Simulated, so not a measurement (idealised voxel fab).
The following is a process module called voxel wiring stack.
We display cut, a cross-section 285 nm in width whose square cells are each 5 nm.
In what follows, cross-sections appear as grids of square cells, described through bands that run from the top down, where every band is one or more rows of cells.
Top height, bottom height, nm. Materials left to right, width each, nm. Single material + "throughout" = fills band edge to edge. "blank" = empty.
Basically, 0 is our baseline, since under it the wafer straight out of the box is all one material. The bottom band has no lower end and keeps on going down, so it looks like "0 and below".
Quick explanation for "30->40": the width changes in equal steps down the rows of cells, from the first number in the band's top row to the second number in its bottom row.
Given "remains unaltered" for a step, no cell of the cross-section differs between before and after that step.
Entry "Closed void table". Content: empty spaces with no open connection to the top, size 8 cells or greater. Each: width x height at distance. Distance: from left edge. Unit: nm.
after a step's settings: what the simulator itself notes on the step
overlay nm: step with mask; distance mask lay right of planned place; negative value = left of planned place.

[Set out below are the planned steps of the process]
1: RECEIVE, material Si
2: CONFORMAL_DEP, material SiO2, thk nm 15
3: CONFORMAL_DEP, material SiN, thk nm 5
4: DIRECTIONAL_DEP, material SiO2, thk nm 20
5: PATTERN, tone open, mask id METAL_1, material resist, width nm 20, pitch nm 45, thk nm 20, overlay nm 0
6: DIRECTIONAL_ETCH, etch materials SiO2, depth nm 20
7: DIRECTIONAL_ETCH, etch materials SiN, depth nm 5
8: STRIP, etch materials resist
9: CONFORMAL_DEP, material TiN, thk nm 5
10: FILL_DEP, material Cu, thk nm 10
11: CMP, height nm 40
12: CONFORMAL_DEP, material SiCN, thk nm 5
13: DIRECTIONAL_DEP, material lowk, thk nm 15
14: DIRECTIONAL_DEP, material aC, thk nm 10
15: PATTERN, tone open, mask id PLUG_1, material resist, width nm 15, pitch nm 90, thk nm 30, overlay nm 0
16: DIRECTIONAL_ETCH, etch materials aC, depth nm 10
17: STRIP, etch materials resist
18: DIRECTIONAL_ETCH, etch materials lowk, depth nm 15
19: DIRECTIONAL_ETCH, etch materials SiCN, depth nm 5
20: STRIP, etch materials aC
21: CONFORMAL_DEP, material TiN, thk nm 5
22: FILL_DEP, material Ru, thk nm 5
23: CMP, height nm 60
24: CONFORMAL_DEP, material SiCN, thk nm 5
25: DIRECTIONAL_DEP, material lowk, thk nm 5
26: MASKED_ETCH, tone open, mask id METAL_2, width nm 20, pitch nm 45, etch materials lowk, depth nm 15, overlay nm 0
27: MASKED_ETCH, tone open, mask id METAL_2, width nm 20, pitch nm 45, etch materials SiCN, depth nm 5, overlay nm 0
28: CONFORMAL_DEP, material TiN, thk nm 5
29: FILL_DEP, material Cu, thk nm 5
30: CMP, height nm 80
31: EPI, material Ru, thk nm 5
32: FILL_DEP, material SiCN, thk nm 5
The value of thk nm given for step 25 in the plan refers to the first wafer; the wafers vary in this setting and are alike at the start.

[Cross-sectional view of the first of several wafers in the as-received condition, corresponding to the state following step 1]
- 0 and below  Si throughout
- Closed void table: none

[The following table contains a row per wafer, in which are reported, at the conclusion of the module, the cells of each material gained (+) or lost (-) since the wafer's receipt, with its closed voids given thereafter]
thk nm 5 | +93 Cu | +63 Ru | +153 SiCN | +45 SiN | +351 SiO2 | +123 TiN | +198 lowk | Closed void table: none
thk nm 10 | +42 Cu | +63 Ru | +153 SiCN | +45 SiN | +351 SiO2 | +129 TiN | +243 lowk | Closed void table: none
thk nm 15 | +42 Cu | +24 Ru | +192 SiCN | +45 SiN | +351 SiO2 | +84 TiN | +288 lowk | Closed void table: none
thk nm 20 | +30 Cu | +24 Ru | +204 SiCN | +45 SiN | +351 SiO2 | +72 TiN | +300 lowk | Closed void table: none
thk nm 25 | +24 Cu | +24 Ru | +204 SiCN | +45 SiN | +351 SiO2 | +66 TiN | +312 lowk | Closed void table: none
thk nm 30 | +24 Cu | +6 Ru | +165 SiCN | +45 SiN | +351 SiO2 | +54 TiN | +324 lowk | Closed void table: none
